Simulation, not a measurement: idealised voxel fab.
process module | voxel trench capacitor
cross-section cut | 230 nm wide | cells 5 nm
A cross-section is a grid of square cells, given in bands from the top down. A band is one or more rows of cells.
Each band's line starts with the height of the band's top and of its bottom, in nm. Then come its materials from left to right, each with its width in nm. One material with "throughout" fills the band from edge to edge. "air" is empty space.
Height 0 is the level under which the wafer as received is all one material. The lowest band goes on downwards, as in "0 down".
A width such as "30 to 40" changes by the same amount from each row of cells to the next, from the band's top row to its bottom row.
"no change" after a step means that no cell of the cross-section changed.
closed voids: empty space of 8 cells or more with no open way to the top, each as width x height at its distance from the left edge, in nm
after a step's settings: what the simulator itself notes on the step
overlay nm, on a step with a mask: how far to the right of its planned place the mask lay; to the left if negative
plan
1 op RECEIVE | material Si
2 op CONFORMAL_DEP | material SiN | thk nm 5
3 op DIRECTIONAL_DEP | material aC | thk nm 15
4 op PATTERN | tone open | mask id TRENCH | material resist | width nm 30 | pitch nm 55 | thk nm 35 | overlay nm 0
5 op DIRECTIONAL_ETCH | etch materials aC | depth nm 15
6 op STRIP | etch materials resist
7 op DIRECTIONAL_ETCH | etch materials SiN | depth nm 5
8 op DIRECTIONAL_ETCH | etch materials Si | depth nm 35
9 op STRIP | etch materials aC
10 op CONFORMAL_DEP | material HfO2 | thk nm 5
11 op CONFORMAL_DEP | material TiN | thk nm 5
12 op FILL_DEP | material W | thk nm 5
13 op CMP | height nm 5
as received, after step 1
  0 down: Si throughout
  closed voids: none
first wafer at the end, as planned
  5 to 0: SiN 15 | HfO2 5 | TiN 5 | W 10 | TiN 5 | HfO2 5 | SiN 25 | HfO2 5 | TiN 5 | W 10 | TiN 5 | HfO2 5 | SiN 25 | HfO2 5 | TiN 5 | W 10 | TiN 5 | HfO2 5 | SiN 25 | HfO2 5 | TiN 5 | W 10 | TiN 5 | HfO2 5 | SiN 20
  0 to -25: Si 15 | HfO2 5 | TiN 5 | W 10 | TiN 5 | HfO2 5 | Si 25 | HfO2 5 | TiN 5 | W 10 | TiN 5 | HfO2 5 | Si 25 | HfO2 5 | TiN 5 | W 10 | TiN 5 | HfO2 5 | Si 25 | HfO2 5 | TiN 5 | W 10 | TiN 5 | HfO2 5 | Si 20
  -25 to -30: Si 15 | HfO2 5 | TiN 20 | HfO2 5 | Si 25 | HfO2 5 | TiN 20 | HfO2 5 | Si 25 | HfO2 5 | TiN 20 | HfO2 5 | Si 25 | HfO2 5 | TiN 20 | HfO2 5 | Si 20
  -30 to -35: Si 15 | HfO2 30 | Si 25 | HfO2 30 | Si 25 | HfO2 30 | Si 25 | HfO2 30 | Si 20
  -35 down: Si throughout
  closed voids: none
second wafer at the end: like start, like plan, one mistake
  20 to 15: W throughout
  15 to 10: TiN 25 | W 10 | TiN 45 | W 10 | TiN 45 | W 10 | TiN 45 | W 10 | TiN 30
  10 to 5: HfO2 20 | TiN 5 | W 10 | TiN 5 | HfO2 35 | TiN 5 | W 10 | TiN 5 | HfO2 35 | TiN 5 | W 10 | TiN 5 | HfO2 35 | TiN 5 | W 10 | TiN 5 | HfO2 25
  5 to 0: SiN 15 | HfO2 5 | TiN 5 | W 10 | TiN 5 | HfO2 5 | SiN 25 | HfO2 5 | TiN 5 | W 10 | TiN 5 | HfO2 5 | SiN 25 | HfO2 5 | TiN 5 | W 10 | TiN 5 | HfO2 5 | SiN 25 | HfO2 5 | TiN 5 | W 10 | TiN 5 | HfO2 5 | SiN 20
  0 to -25: Si 15 | HfO2 5 | TiN 5 | W 10 | TiN 5 | HfO2 5 | Si 25 | HfO2 5 | TiN 5 | W 10 | TiN 5 | HfO2 5 | Si 25 | HfO2 5 | TiN 5 | W 10 | TiN 5 | HfO2 5 | Si 25 | HfO2 5 | TiN 5 | W 10 | TiN 5 | HfO2 5 | Si 20
  -25 to -30: Si 15 | HfO2 5 | TiN 20 | HfO2 5 | Si 25 | HfO2 5 | TiN 20 | HfO2 5 | Si 25 | HfO2 5 | TiN 20 | HfO2 5 | Si 25 | HfO2 5 | TiN 20 | HfO2 5 | Si 20
  -30 to -35: Si 15 | HfO2 30 | Si 25 | HfO2 30 | Si 25 | HfO2 30 | Si 25 | HfO2 30 | Si 20
  -35 down: Si throughout
  closed voids: none
what went wrong: step 13 was left out
at the end the second wafer has, in cells: 30 more of HfO2 | 46 more of TiN | 62 more of W
